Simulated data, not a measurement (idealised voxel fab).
process module | voxel tone inversion
For reference, the cross-section in this document is cut, with width 255 nm and square cells of 5 nm.
Square cells in a grid make up a cross-section in this document, and the grid is given as bands, listed from the top down, each one or more rows of cells. Top, bottom (nm), then materials left to right with widths (nm); lone material tagged "throughout" fills the whole band edge to edge; "blank" = empty space. The reference from which all heights are counted is 0, the level beneath which the as-received wafer is entirely one material; the lowest band, having no lower bound, proceeds downward and is written after the example "0 down". You'd read "30..40" like this: the band's top row of cells is as wide as the first number, its bottom row is as wide as the second, and going down, every row changes width by the same amount as the row before did. Step marked "nothing different"? Then no cell in the cross-section changed in it. "Completely enclosed voids" means: voids of 8 cells or more that are shut off from the top with no open way through. Written width x height at distance, distance from the left edge, in nm. Whatever follows a step's settings on its line is a remark the simulator itself makes about that step. overlay nm: where the mask lay relative to plan, measured to the right, on steps with a mask; negatives go left.

**Listed below are the process steps as planned**
1: RECEIVE: material Si
2: CONFORMAL_DEP: material SiN, thk nm 5
3: DIRECTIONAL_DEP: material aC, thk nm 25
4: PATTERN: tone cover, mask id POSTS, material resist, width nm 15, pitch nm 35, thk nm 35, overlay nm 0
5: DIRECTIONAL_ETCH: etch materials aC, depth nm 25
6: STRIP: etch materials resist
7: FILL_DEP: material lowk, thk nm 10
8: CMP: height nm 30
9: STRIP: etch materials aC
10: CONFORMAL_DEP: material TiN, thk nm 5
11: FILL_DEP: material Cu, thk nm 10
12: CMP: height nm 30
13: CONFORMAL_DEP: material SiN, thk nm 5

**The following pertains to the first of two wafers, which was processed as planned**

**Shown in cross-section is the wafer as received, that is, as it stands after step 1**
* 0 down | Si throughout
* Completely enclosed voids: none

**Wafer section view after processing step 2**
* 5 to 0 | SiN throughout
* Nothing below the height 0 has changed.

**Wafer section view after processing step 3**
* 30 to 5 | aC throughout
* Nothing below the height 5 has changed.

**Wafer section view after processing step 4**
* 65 to 30 | blank (100), then resist (15), then blank (20), then resist (15), then blank (105)
* Nothing below the height 30 has changed.

**Wafer section view after processing step 5**
* 40 to 30 | blank (100), then resist (15), then blank (20), then resist (15), then blank (105)
* 30 to 5 | blank (100), then aC (15), then blank (20), then aC (15), then blank (105)
* Nothing below the height 5 has changed.

**Wafer section view after processing step 6**
* 30 to 5 | blank (100), then aC (15), then blank (20), then aC (15), then blank (105)
* Nothing below the height 5 has changed.

**Wafer section view after processing step 7**
* 40 to 30 | lowk throughout
* 30 to 5 | lowk (100), then aC (15), then lowk (20), then aC (15), then lowk (105)
* Nothing below the height 5 has changed.

**Wafer section view after processing step 8**
* 30 to 5 | lowk (100), then aC (15), then lowk (20), then aC (15), then lowk (105)
* Nothing below the height 5 has changed.

**Wafer section view after processing step 9**
* 30 to 5 | lowk (100), then blank (15), then lowk (20), then blank (15), then lowk (105)
* Nothing below the height 5 has changed.

**Wafer section view after processing step 10**
* 35 to 30 | TiN (105), then blank (5), then TiN (30), then blank (5), then TiN (110)
* 30 to 10 | lowk (100), then TiN (5), then blank (5), then TiN (5), then lowk (20), then TiN (5), then blank (5), then TiN (5), then lowk (105)
* 10 to 5 | lowk (100), then TiN (15), then lowk (20), then TiN (15), then lowk (105)
* Nothing below the height 5 has changed.

**Wafer section view after processing step 11**
* 45 to 35 | Cu throughout
* 35 to 30 | TiN (105), then Cu (5), then TiN (30), then Cu (5), then TiN (110)
* 30 to 10 | lowk (100), then TiN (5), then Cu (5), then TiN (5), then lowk (20), then TiN (5), then Cu (5), then TiN (5), then lowk (105)
* Nothing below the height 10 has changed.

**Wafer section view after processing step 12**
* 30 to 10 | lowk (100), then TiN (5), then Cu (5), then TiN (5), then lowk (20), then TiN (5), then Cu (5), then TiN (5), then lowk (105)
* Nothing below the height 10 has changed.

**Wafer section view after processing step 13**
* 35 to 30 | SiN throughout
* Nothing below the height 30 has changed.

**second wafer: like start, like plan, one mistake. Through step 3 it matches the first wafer**

**Here is the second wafer in cross-section at the point where step 4 of the plan should have been done**
* 65 to 30 | resist (100), then blank (15), then resist (20), then blank (15), then resist (105)
* Nothing below the height 30 has changed.

**Here is the second wafer in cross-section at the point where step 5 of the plan should have been done**
* 40 to 30 | resist (100), then blank (15), then resist (20), then blank (15), then resist (105)
* 30 to 5 | aC (100), then blank (15), then aC (20), then blank (15), then aC (105)
* Nothing below the height 5 has changed.

**Here is the second wafer in cross-section at the point where step 6 of the plan should have been done**
* 30 to 5 | aC (100), then blank (15), then aC (20), then blank (15), then aC (105)
* Nothing below the height 5 has changed.

**Here is the second wafer in cross-section at the point where step 7 of the plan should have been done**
* 40 to 30 | lowk throughout
* 30 to 5 | aC (100), then lowk (15), then aC (20), then lowk (15), then aC (105)
* Nothing below the height 5 has changed.

**Here is the second wafer in cross-section at the point where step 8 of the plan should have been done**
* 30 to 5 | aC (100), then lowk (15), then aC (20), then lowk (15), then aC (105)
* Nothing below the height 5 has changed.

**Here is the second wafer in cross-section at the point where step 9 of the plan should have been done**
* 30 to 5 | blank (100), then lowk (15), then blank (20), then lowk (15), then blank (105)
* Nothing below the height 5 has changed.

**Here is the second wafer in cross-section at the point where step 10 of the plan should have been done**
* 35 to 30 | blank (95), then TiN (25), then blank (10), then TiN (25), then blank (100)
* 30 to 10 | blank (95), then TiN (5), then lowk (15), then TiN (5), then blank (10), then TiN (5), then lowk (15), then TiN (5), then blank (100)
* 10 to 5 | TiN (100), then lowk (15), then TiN (20), then lowk (15), then TiN (105)
* Nothing below the height 5 has changed.

**Here is the second wafer in cross-section at the point where step 11 of the plan should have been done**
* 45 to 35 | Cu throughout
* 35 to 30 | Cu (95), then TiN (25), then Cu (10), then TiN (25), then Cu (100)
* 30 to 10 | Cu (95), then TiN (5), then lowk (15), then TiN (5), then Cu (10), then TiN (5), then lowk (15), then TiN (5), then Cu (100)
* Nothing below the height 10 has changed.

**Here is the second wafer in cross-section at the point where step 12 of the plan should have been done**
* 30 to 10 | Cu (95), then TiN (5), then lowk (15), then TiN (5), then Cu (10), then TiN (5), then lowk (15), then TiN (5), then Cu (100)
* Nothing below the height 10 has changed.

**Here is the second wafer in cross-section at the point where step 13 of the plan should have been done**
* 35 to 30 | SiN throughout
* Nothing below the height 30 has changed.
What went wrong in running the wafer? step 4: run off-plan, actual operation and settings PATTERN: tone open, mask id POSTS, material resist, width nm 15, pitch nm 35, thk nm 35, overlay nm 0
FYI, end of process, the second wafer has more or fewer cells of some materials than the first: Cu: 156 more | TiN: 39 more | lowk: 195 fewer
